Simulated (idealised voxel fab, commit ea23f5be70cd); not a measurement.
Process module in this document: voxel self aligned vias
Section cut is 145 nm wide and gridded with 5 nm square cells.
Format of a cross-section: grid, square cells. Given as bands. Order: top down. Band: one or more rows of cells.
Top height, bottom height, nm. Materials left to right, width each, nm. Single material + "throughout" = fills band edge to edge. "empty" = empty.
We count height from 0. Below that, the starting wafer is all one material. The lowest band never ends at the bottom but goes on down; see "0..down" for how that is written.
When a width is written as two numbers, as in "30..40", the first number is the width in the top row of cells of the band and the second is the width in its bottom row, and the width changes by the same amount from each row to the next.
"left unchanged" for a step: no cell of the cross-section changed in that step.
"Closed void catalog" lists enclosed empty spaces (at least 8 cells, no open path upward to the top), each as width x height at distance from the left edge, in nm.
Read whatever lies past the settings on a step's line as the simulator's own remark about the step.
overlay nm: step with mask; distance mask lay right of planned place; negative value = left of planned place.
### Planned step list for the process
1: RECEIVE: material Si
2: CONFORMAL_DEP: material SiO2, thk nm 10
3: CONFORMAL_DEP: material SiCN, thk nm 5
4: DIRECTIONAL_DEP: material SiO2, thk nm 20
5: MASKED_ETCH: tone open, mask id LINES, width nm 20, pitch nm 45, etch materials SiO2, depth nm 20, overlay nm 0
6: CONFORMAL_DEP: material TiN, thk nm 5
7: FILL_DEP: material W, thk nm 5
8: CMP: height nm 35
9: SELECTIVE_ETCH: etch materials W Ru TiN, depth nm 10
10: FILL_DEP: material SiN, thk nm 10
11: CMP: height nm 35
12: DIRECTIONAL_DEP: material SiO2, thk nm 15
13: PATTERN: tone open, mask id VIAS, material resist, width nm 30, thk nm 20, overlay nm 0
14: DIRECTIONAL_ETCH: etch materials SiO2, depth nm 15
15: DIRECTIONAL_ETCH: etch materials SiN, depth nm 10
16: STRIP: etch materials resist
17: CONFORMAL_DEP: material TiN, thk nm 5
18: FILL_DEP: material W, thk nm 5
19: CMP: height nm 50
20: CONFORMAL_DEP: material SiCN, thk nm 5
### The first of two wafers, run as planned
### Here's what the wafer looked like in cross-section when it arrived - that's after step 1
    0..down = Si throughout
    Closed void catalog: none
### Cross-section of the wafer subsequent to step 2
    10..0 = SiO2 throughout
    Anything lower than 0 is untouched.
### Cross-section of the wafer subsequent to step 3
    15..10 = SiCN throughout
    Anything lower than 10 is untouched.
### Cross-section of the wafer subsequent to step 4
    35..15 = SiO2 throughout
    Anything lower than 15 is untouched.
### Cross-section of the wafer subsequent to step 5
    35..15 = SiO2 (40) / empty (20) / SiO2 (25) / empty (20) / SiO2 (40)
    Anything lower than 15 is untouched.
### Cross-section of the wafer subsequent to step 6
    40..35 = TiN (45) / empty (10) / TiN (35) / empty (10) / TiN (45)
    35..20 = SiO2 (40) / TiN (5) / empty (10) / TiN (5) / SiO2 (25) / TiN (5) / empty (10) / TiN (5) / SiO2 (40)
    20..15 = SiO2 (40) / TiN (20) / SiO2 (25) / TiN (20) / SiO2 (40)
    Anything lower than 15 is untouched.
### Cross-section of the wafer subsequent to step 7
    45..40 = W throughout
    40..35 = TiN (45) / W (10) / TiN (35) / W (10) / TiN (45)
    35..20 = SiO2 (40) / TiN (5) / W (10) / TiN (5) / SiO2 (25) / TiN (5) / W (10) / TiN (5) / SiO2 (40)
    Anything lower than 20 is untouched.
### Cross-section of the wafer subsequent to step 8
    35..20 = SiO2 (40) / TiN (5) / W (10) / TiN (5) / SiO2 (25) / TiN (5) / W (10) / TiN (5) / SiO2 (40)
    Anything lower than 20 is untouched.
### Cross-section of the wafer subsequent to step 9
    35..25 = SiO2 (40) / empty (20) / SiO2 (25) / empty (20) / SiO2 (40)
    Anything lower than 25 is untouched.
### Cross-section of the wafer subsequent to step 10
    45..35 = SiN throughout
    35..25 = SiO2 (40) / SiN (20) / SiO2 (25) / SiN (20) / SiO2 (40)
    Anything lower than 25 is untouched.
### Cross-section of the wafer subsequent to step 11
    35..25 = SiO2 (40) / SiN (20) / SiO2 (25) / SiN (20) / SiO2 (40)
    Anything lower than 25 is untouched.
### Cross-section of the wafer subsequent to step 12
    50..35 = SiO2 throughout
    Anything lower than 35 is untouched.
### Cross-section of the wafer subsequent to step 13
    70..50 = resist (35) / empty (30) / resist (80)
    Anything lower than 50 is untouched.
### Cross-section of the wafer subsequent to step 14
    70..50 = resist (35) / empty (30) / resist (80)
    50..35 = SiO2 (35) / empty (30) / SiO2 (80)
    Anything lower than 35 is untouched.
### Cross-section of the wafer subsequent to step 15
    70..50 = resist (35) / empty (30) / resist (80)
    50..35 = SiO2 (35) / empty (30) / SiO2 (80)
    35..25 = SiO2 (40) / empty (20) / SiO2 (25) / SiN (20) / SiO2 (40)
    Anything lower than 25 is untouched.
### Cross-section of the wafer subsequent to step 16
    50..35 = SiO2 (35) / empty (30) / SiO2 (80)
    Anything lower than 35 is untouched.
### Cross-section of the wafer subsequent to step 17
    55..50 = TiN (40) / empty (20) / TiN (85)
    50..40 = SiO2 (35) / TiN (5) / empty (20) / TiN (5) / SiO2 (80)
    40..35 = SiO2 (35) / TiN (10) / empty (10) / TiN (10) / SiO2 (80)
    35..30 = SiO2 (40) / TiN (5) / empty (10) / TiN (5) / SiO2 (25) / SiN (20) / SiO2 (40)
    30..25 = SiO2 (40) / TiN (20) / SiO2 (25) / SiN (20) / SiO2 (40)
    Anything lower than 25 is untouched.
### Cross-section of the wafer subsequent to step 18
    60..55 = W throughout
    55..50 = TiN (40) / W (20) / TiN (85)
    50..40 = SiO2 (35) / TiN (5) / W (20) / TiN (5) / SiO2 (80)
    40..35 = SiO2 (35) / TiN (10) / W (10) / TiN (10) / SiO2 (80)
    35..30 = SiO2 (40) / TiN (5) / W (10) / TiN (5) / SiO2 (25) / SiN (20) / SiO2 (40)
    Anything lower than 30 is untouched.
### Cross-section of the wafer subsequent to step 19
    50..40 = SiO2 (35) / TiN (5) / W (20) / TiN (5) / SiO2 (80)
    Anything lower than 40 is untouched.
### Cross-section of the wafer subsequent to step 20
    55..50 = SiCN throughout
    Anything lower than 50 is untouched.
### Regarding the second of the two wafers: it shared the first wafer's starting condition and process plan, yet one error occurred during its execution. Its history coincides with that of the first wafer up to and including step 13
### Planned end of step 14: second wafer, cross-section
    70..50 = resist (35) / empty (30) / resist (80)
    50..35 = SiO2 (35) / empty (30) / SiO2 (80)
    35..25 = SiO2 (35) / empty (5) / SiN (20) / empty (5) / SiO2 (20) / SiN (20) / SiO2 (40)
    Anything lower than 25 is untouched.
### Planned end of step 15: second wafer, cross-section
    70..50 = resist (35) / empty (30) / resist (80)
    50..35 = SiO2 (35) / empty (30) / SiO2 (80)
    35..25 = SiO2 (35) / empty (30) / SiO2 (20) / SiN (20) / SiO2 (40)
    Anything lower than 25 is untouched.
### Planned end of step 16: second wafer, cross-section
    50..35 = SiO2 (35) / empty (30) / SiO2 (80)
    Anything lower than 35 is untouched.
### Planned end of step 17: second wafer, cross-section
    55..50 = TiN (40) / empty (20) / TiN (85)
    50..35 = SiO2 (35) / TiN (5) / empty (20) / TiN (5) / SiO2 (80)
    35..30 = SiO2 (35) / TiN (5) / empty (20) / TiN (5) / SiO2 (20) / SiN (20) / SiO2 (40)
    30..25 = SiO2 (35) / TiN (30) / SiO2 (20) / SiN (20) / SiO2 (40)
    Anything lower than 25 is untouched.
### Planned end of step 18: second wafer, cross-section
    60..55 = W throughout
    55..50 = TiN (40) / W (20) / TiN (85)
    50..35 = SiO2 (35) / TiN (5) / W (20) / TiN (5) / SiO2 (80)
    35..30 = SiO2 (35) / TiN (5) / W (20) / TiN (5) / SiO2 (20) / SiN (20) / SiO2 (40)
    Anything lower than 30 is untouched.
### Planned end of step 19: second wafer, cross-section
    50..35 = SiO2 (35) / TiN (5) / W (20) / TiN (5) / SiO2 (80)
    Anything lower than 35 is untouched.
### Planned end of step 20: second wafer, cross-section
    55..50 = SiCN throughout
    Anything lower than 50 is untouched.
Misprocessing identified: step 14 deviated from plan and actually ran as DIRECTIONAL_ETCH: etch materials SiO2, depth nm 25
The final cell counts differ between the wafers, with the second having more or fewer of some materials than the first: -4 SiO2; +4 W
